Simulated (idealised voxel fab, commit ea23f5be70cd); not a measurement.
Herein follows the process module entitled voxel transistor to metal.
We display cut, a cross-section 295 nm in width whose square cells are each 5 nm.
Think of the cross-section as a grid of square cells. We describe it in bands, top to bottom, and each band covers one or more rows of those cells.
A band entry consists of two parts. The first gives the height of the band's top and the height of its bottom, in nm. The rest lists the band's materials from left to right, each with its width in nm. A single material labelled with the word "edge to edge" fills the band from edge to edge, and the word "blank" marks empty space.
All heights in this document are referenced to 0, defined as the level beneath which the wafer, as received, consists entirely of one material. The lowest band is not bounded below; it extends indefinitely downward and is written in the form "top 0, no bottom".
Width: "30..40" (first number = top row, second number = bottom row, same change from row to row of cells).
No cell of the cross-section changed in a step that is given as "nothing altered".
Basically, "Closed void list" tells you about the enclosed voids: empty spaces with no open way to the top, 8 cells or bigger, each written width x height at distance, where distance is from the left edge, all in nm.
Where a step's line continues beyond its settings, the continuation is a remark by the simulator itself on that step.
overlay nm: step with mask; distance mask lay right of planned place; negative value = left of planned place.

-- Here's what the planned process steps look like
step 1: RECEIVE (material Si)
step 2: CONFORMAL_DEP (material SiO2; thk nm 5)
step 3: CONFORMAL_DEP (material SiN; thk nm 10)
step 4: MASKED_ETCH (tone cover; mask id ACTIVE; width nm 115; pitch nm 135; etch materials SiN; depth nm 10; overlay nm 0)
step 5: MASKED_ETCH (tone cover; mask id ACTIVE; width nm 115; pitch nm 135; etch materials SiO2; depth nm 5; overlay nm 0)
step 6: MASKED_ETCH (tone cover; mask id ACTIVE; width nm 115; pitch nm 135; etch materials Si; depth nm 20; overlay nm 0)
step 7: FILL_DEP (material SiO2; thk nm 15)
step 8: CMP (height nm 15)
step 9: SELECTIVE_ETCH (etch materials SiO2; depth nm 10)
step 10: STRIP (etch materials SiN)
step 11: SELECTIVE_ETCH (etch materials SiO2; depth nm 5)
step 12: OXIDIZE (depth nm 5)
step 13: DIRECTIONAL_DEP (material polySi; thk nm 30)
step 14: DIRECTIONAL_DEP (material SiCN; thk nm 15)
step 15: DIRECTIONAL_DEP (material aC; thk nm 15)
step 16: PATTERN (tone cover; mask id GATE; material resist; width nm 25; pitch nm 135; thk nm 35; overlay nm 0)
step 17: DIRECTIONAL_ETCH (etch materials aC; depth nm 15)
step 18: STRIP (etch materials resist)
step 19: DIRECTIONAL_ETCH (etch materials SiCN; depth nm 25)
step 20: DIRECTIONAL_ETCH (etch materials polySi; depth nm 40)
step 21: STRIP (etch materials aC)
step 22: CONFORMAL_DEP (material SiO2; thk nm 5)
step 23: DIRECTIONAL_ETCH (etch materials SiO2; depth nm 5)
step 24: CONFORMAL_DEP (material SiN; thk nm 10)
step 25: DIRECTIONAL_ETCH (etch materials SiN; depth nm 10)
step 26: DIRECTIONAL_ETCH (etch materials SiO2; depth nm 5)
step 27: DIRECTIONAL_ETCH (etch materials Si; depth nm 10)
step 28: EPI (material SiGe; thk nm 10)
step 29: FILL_DEP (material SiO2; thk nm 5)
step 30: CMP (height nm 30)
step 31: STRIP (etch materials polySi)
step 32: SELECTIVE_ETCH (etch materials SiO2; depth nm 5)
step 33: CONFORMAL_DEP (material HfO2; thk nm 5)
step 34: CONFORMAL_DEP (material TiN; thk nm 5)
step 35: FILL_DEP (material W; thk nm 10)
step 36: CMP (height nm 25)
step 37: DIRECTIONAL_DEP (material SiO2; thk nm 10)
step 38: MASKED_ETCH (tone open; mask id CONTACT; width nm 20; etch materials SiO2; depth nm 40; overlay nm 0)
step 39: CONFORMAL_DEP (material TiN; thk nm 5)
step 40: FILL_DEP (material W; thk nm 5)
step 41: CMP (height nm 35)
step 42: CONFORMAL_DEP (material SiN; thk nm 5)
step 43: DIRECTIONAL_DEP (material lowk; thk nm 15)
step 44: MASKED_ETCH (tone open; mask id METAL_1; width nm 20; etch materials lowk; depth nm 15; overlay nm 0)
step 45: MASKED_ETCH (tone open; mask id METAL_1; width nm 20; etch materials SiN; depth nm 5; overlay nm 0)
step 46: CONFORMAL_DEP (material TiN; thk nm 5)
step 47: FILL_DEP (material Cu; thk nm 10)
step 48: CMP (height nm 55)
step 49: CONFORMAL_DEP (material SiCN; thk nm 5)
step 50: DIRECTIONAL_DEP (material lowk; thk nm 30)
step 51: DIRECTIONAL_DEP (material aC; thk nm 10)
step 52: PATTERN (tone open; mask id METAL_2_HOLES; material resist; width nm 15; pitch nm 135; thk nm 30; overlay nm 0)
step 53: DIRECTIONAL_ETCH (etch materials aC; depth nm 10)
step 54: STRIP (etch materials resist)
step 55: DIRECTIONAL_ETCH (etch materials lowk; depth nm 30)
step 56: STRIP (etch materials aC)
step 57: PATTERN (tone open; mask id METAL_2; material resist; width nm 20; pitch nm 135; thk nm 15; overlay nm 0)
step 58: DIRECTIONAL_ETCH (etch materials lowk; depth nm 15)
step 59: DIRECTIONAL_ETCH (etch materials SiCN; depth nm 5)
step 60: STRIP (etch materials resist)
step 61: CONFORMAL_DEP (material TiN; thk nm 5)
step 62: FILL_DEP (material Ru; thk nm 10)
step 63: CMP (height nm 90)
step 64: CONFORMAL_DEP (material SiCN; thk nm 5)

-- The cross-section here shows the wafer as received, i.e. in its state after step 1
  top 0, no bottom  Si edge to edge
  Closed void list: none

-- Cross-sectional image of the first of two wafers at the end of the module, the run having proceeded as planned
  top 95, bottom 90  SiCN edge to edge
  top 90, bottom 80  lowk 25 / TiN 5 / Ru 10 / TiN 5 / lowk 115 / TiN 5 / Ru 10 / TiN 5 / lowk 115
  top 80, bottom 75  lowk 25 / TiN 5 / Ru 5 / TiN 10 / lowk 115 / TiN 5 / Ru 5 / TiN 10 / lowk 115
  top 75, bottom 60  lowk 25 / TiN 5 / Ru 5 / TiN 5 / lowk 120 / TiN 5 / Ru 5 / TiN 5 / lowk 120
  top 60, bottom 55  SiCN 25 / TiN 15 / SiCN 120 / TiN 15 / SiCN 120
  top 55, bottom 40  lowk 25 / TiN 5 / Cu 10 / TiN 5 / lowk 65 / TiN 5 / Cu 10 / TiN 5 / lowk 30 / TiN 5 / Cu 10 / TiN 5 / lowk 65 / TiN 5 / Cu 10 / TiN 5 / lowk 30
  top 40, bottom 35  SiN 25 / TiN 20 / SiN 65 / TiN 20 / SiN 30 / TiN 20 / SiN 65 / TiN 20 / SiN 30
  top 35, bottom 25  SiO2 25 / TiN 5 / W 10 / TiN 5 / SiO2 65 / TiN 5 / W 10 / TiN 5 / SiO2 30 / TiN 5 / W 10 / TiN 5 / SiO2 65 / TiN 5 / W 10 / TiN 5 / SiO2 30
  top 25, bottom 10  SiO2 25 / TiN 5 / W 10 / TiN 5 / SiO2 5 / SiN 10 / HfO2 5 / TiN 5 / W 15 / TiN 5 / HfO2 5 / SiN 10 / SiO2 5 / TiN 5 / W 10 / TiN 5 / SiO2 30 / TiN 5 / W 10 / TiN 5 / SiO2 5 / SiN 10 / HfO2 5 / TiN 5 / W 15 / TiN 5 / HfO2 5 / SiN 10 / SiO2 5 / TiN 5 / W 10 / TiN 5 / SiO2 30
  top 10, bottom 5  SiO2 25 / TiN 5 / W 5 / TiN 10 / SiO2 5 / SiN 10 / HfO2 5 / TiN 5 / W 15 / TiN 5 / HfO2 5 / SiN 10 / SiO2 5 / TiN 10 / W 5 / TiN 5 / SiO2 30 / TiN 5 / W 5 / TiN 10 / SiO2 5 / SiN 10 / HfO2 5 / TiN 5 / W 15 / TiN 5 / HfO2 5 / SiN 10 / SiO2 5 / TiN 10 / W 5 / TiN 5 / SiO2 30
  top 5, bottom 0  SiO2 25 / TiN 5 / W 5 / TiN 5 / SiGe 10 / SiN 10 / HfO2 5 / TiN 25 / HfO2 5 / SiN 10 / SiGe 10 / TiN 5 / W 5 / TiN 5 / SiO2 30 / TiN 5 / W 5 / TiN 5 / SiGe 10 / SiN 10 / HfO2 5 / TiN 25 / HfO2 5 / SiN 10 / SiGe 10 / TiN 5 / W 5 / TiN 5 / SiO2 30
  top 0, bottom -5  SiO2 25 / TiN 15 / SiGe 10 / SiO2 10 / HfO2 35 / SiO2 10 / SiGe 10 / TiN 15 / SiO2 30 / TiN 15 / SiGe 10 / SiO2 10 / HfO2 35 / SiO2 10 / SiGe 10 / TiN 15 / SiO2 30
  top -5, bottom -15  SiO2 20 / SiGe 30 / Si 55 / SiGe 30 / SiO2 20 / SiGe 30 / Si 55 / SiGe 30 / SiO2 25
  top -15, bottom -20  SiO2 20 / Si 115 / SiO2 20 / Si 115 / SiO2 25
  top -20, no bottom  Si edge to edge
  Closed void list: none

-- Here's the second of our two wafers sectioned at module end. Same start as the first, same plan, but one mistake got made running it
  top 95, bottom 90  SiCN edge to edge
  top 90, bottom 80  lowk 25 / TiN 5 / Ru 10 / TiN 5 / lowk 115 / TiN 5 / Ru 10 / TiN 5 / lowk 115
  top 80, bottom 75  lowk 25 / TiN 5 / Ru 5 / TiN 10 / lowk 115 / TiN 5 / Ru 5 / TiN 10 / lowk 115
  top 75, bottom 60  lowk 25 / TiN 5 / Ru 5 / TiN 5 / lowk 120 / TiN 5 / Ru 5 / TiN 5 / lowk 120
  top 60, bottom 55  SiCN 25 / TiN 15 / SiCN 120 / TiN 15 / SiCN 120
  top 55, bottom 50  lowk 25 / TiN 5 / Cu 10 / TiN 5 / lowk 65 / TiN 5 / Cu 10 / TiN 5 / lowk 30 / TiN 5 / Cu 10 / TiN 5 / lowk 65 / TiN 5 / Cu 10 / TiN 5 / lowk 30
  top 50, bottom 45  SiN 25 / TiN 20 / SiN 65 / TiN 20 / SiN 30 / TiN 20 / SiN 65 / TiN 20 / SiN 30
  top 45, bottom 35  SiN edge to edge
  top 35, bottom 25  SiO2 25 / TiN 5 / W 10 / TiN 5 / SiO2 65 / TiN 5 / W 10 / TiN 5 / SiO2 30 / TiN 5 / W 10 / TiN 5 / SiO2 65 / TiN 5 / W 10 / TiN 5 / SiO2 30
  top 25, bottom 10  SiO2 25 / TiN 5 / W 10 / TiN 5 / SiO2 5 / SiN 10 / HfO2 5 / TiN 5 / W 15 / TiN 5 / HfO2 5 / SiN 10 / SiO2 5 / TiN 5 / W 10 / TiN 5 / SiO2 30 / TiN 5 / W 10 / TiN 5 / SiO2 5 / SiN 10 / HfO2 5 / TiN 5 / W 15 / TiN 5 / HfO2 5 / SiN 10 / SiO2 5 / TiN 5 / W 10 / TiN 5 / SiO2 30
  top 10, bottom 5  SiO2 25 / TiN 5 / W 5 / TiN 10 / SiO2 5 / SiN 10 / HfO2 5 / TiN 5 / W 15 / TiN 5 / HfO2 5 / SiN 10 / SiO2 5 / TiN 10 / W 5 / TiN 5 / SiO2 30 / TiN 5 / W 5 / TiN 10 / SiO2 5 / SiN 10 / HfO2 5 / TiN 5 / W 15 / TiN 5 / HfO2 5 / SiN 10 / SiO2 5 / TiN 10 / W 5 / TiN 5 / SiO2 30
  top 5, bottom 0  SiO2 25 / TiN 5 / W 5 / TiN 5 / SiGe 10 / SiN 10 / HfO2 5 / TiN 25 / HfO2 5 / SiN 10 / SiGe 10 / TiN 5 / W 5 / TiN 5 / SiO2 30 / TiN 5 / W 5 / TiN 5 / SiGe 10 / SiN 10 / HfO2 5 / TiN 25 / HfO2 5 / SiN 10 / SiGe 10 / TiN 5 / W 5 / TiN 5 / SiO2 30
  top 0, bottom -5  SiO2 25 / TiN 15 / SiGe 10 / SiO2 10 / HfO2 35 / SiO2 10 / SiGe 10 / TiN 15 / SiO2 30 / TiN 15 / SiGe 10 / SiO2 10 / HfO2 35 / SiO2 10 / SiGe 10 / TiN 15 / SiO2 30
  top -5, bottom -15  SiO2 20 / SiGe 30 / Si 55 / SiGe 30 / SiO2 20 / SiGe 30 / Si 55 / SiGe 30 / SiO2 25
  top -15, bottom -20  SiO2 20 / Si 115 / SiO2 20 / Si 115 / SiO2 25
  top -20, no bottom  Si edge to edge
  Closed void list: none
Error vs. plan: planned and actual differ for step 42; actual: CONFORMAL_DEP (material SiN; thk nm 15)
Counted in cells at the end, the second wafer holds more or fewer of these materials than the first: 16 fewer of Cu | 118 more of SiN | 16 fewer of TiN | 86 fewer of lowk
